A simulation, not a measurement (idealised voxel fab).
Process module name: voxel self aligned contacts
We display cut, a cross-section 160 nm in width whose square cells are each 5 nm.
Cross-section spec: square-cell grid; bands listed top down; each band is one or more rows. In this notation a band is specified by the heights of its top and bottom, in that order and in nm, after which its materials appear from left to right, each paired with its width in nm. The word "all across" attached to a single material means that material fills the band from edge to edge; the word "blank" stands for empty space. Heights from 0 (as-received wafer is one material below). Bottom band endless downward, as "0 and below". Top row gets the first number, bottom row gets the second, and each row in between changes by the same step: that is how a band width like "30..40" works. Given "no modification" for a step, no cell of the cross-section differs between before and after that step. For the entry "Cavities, sealed", the listed items are empty spaces with no open way to the top whose size is 8 cells or more; each item follows the pattern width x height at distance, where distance is from the left edge and all three are in nm. Formally, on a step line, whatever follows the settings is a remark that the simulator itself makes on the step. overlay nm, on a step with a mask: how far to the right of its planned place the mask lay; to the left if negative.
**plan**
1. RECEIVE with material Si
2. CONFORMAL_DEP with material SiO2, thk nm 5
3. DIRECTIONAL_DEP with material polySi, thk nm 20
4. DIRECTIONAL_DEP with material SiN, thk nm 20
5. MASKED_ETCH with tone cover, mask id GATE, width nm 30, pitch nm 75, etch materials SiN, depth nm 20, overlay nm 0
6. MASKED_ETCH with tone cover, mask id GATE, width nm 30, pitch nm 75, etch materials polySi, depth nm 20, overlay nm 0
7. CONFORMAL_DEP with material SiN, thk nm 10
8. DIRECTIONAL_ETCH with etch materials SiN, depth nm 10
9. FILL_DEP with material SiO2, thk nm 15
10. CMP with height nm 50
11. PATTERN with tone open, mask id CONTACT, material resist, width nm 55, thk nm 20, overlay nm 0
12. DIRECTIONAL_ETCH with etch materials SiO2, depth nm 50
13. STRIP with etch materials resist
14. CONFORMAL_DEP with material TiN, thk nm 5
15. FILL_DEP with material W, thk nm 10
16. CMP with height nm 50
17. CONFORMAL_DEP with material SiN, thk nm 5
**Wafer as received: cross-section following step 1**
    0 and below  Si all across
    Cavities, sealed: none
**first wafer at the end, as planned**
    55 down to 50  SiN all across
    50 down to 45  50 SiO2, then 20 TiN, then 15 W, then 20 TiN, then 55 SiO2
    45 down to 25  15 SiO2, then 50 SiN, then 5 TiN, then 15 W, then 5 TiN, then 50 SiN, then 20 SiO2
    25 down to 5  15 SiO2, then 10 SiN, then 30 polySi, then 10 SiN, then 5 TiN, then 15 W, then 5 TiN, then 10 SiN, then 30 polySi, then 10 SiN, then 20 SiO2
    5 down to 0  65 SiO2, then 25 TiN, then 70 SiO2
    0 and below  Si all across
    Cavities, sealed: none
**This cross-section belongs to the second wafer of two at the end of the module; the start and the plan were shared with the first, and the run included one mistake**
    55 down to 50  SiN all across
    50 down to 45  50 SiO2, then 20 TiN, then 15 W, then 20 TiN, then 55 SiO2
    45 down to 30  15 SiO2, then 10 SiN, then 30 polySi, then 10 SiN, then 5 TiN, then 15 W, then 5 TiN, then 10 SiN, then 30 polySi, then 10 SiN, then 20 SiO2
    30 down to 25  15 SiO2, then 10 SiN, then 30 polySi, then 10 SiN, then 25 TiN, then 10 SiN, then 30 polySi, then 10 SiN, then 20 SiO2
    25 down to 5  SiN all across
    5 down to 0  SiO2 all across
    0 and below  Si all across
    Cavities, sealed: none
Heads up, the wafer didn't run the way we planned it: deviation from plan: step 4 and step 3 executed in one another's positions
Final comparison by cell count, materials where the second wafer has more or fewer than the first: SiN +48, SiO2 -23, TiN -10, W -15
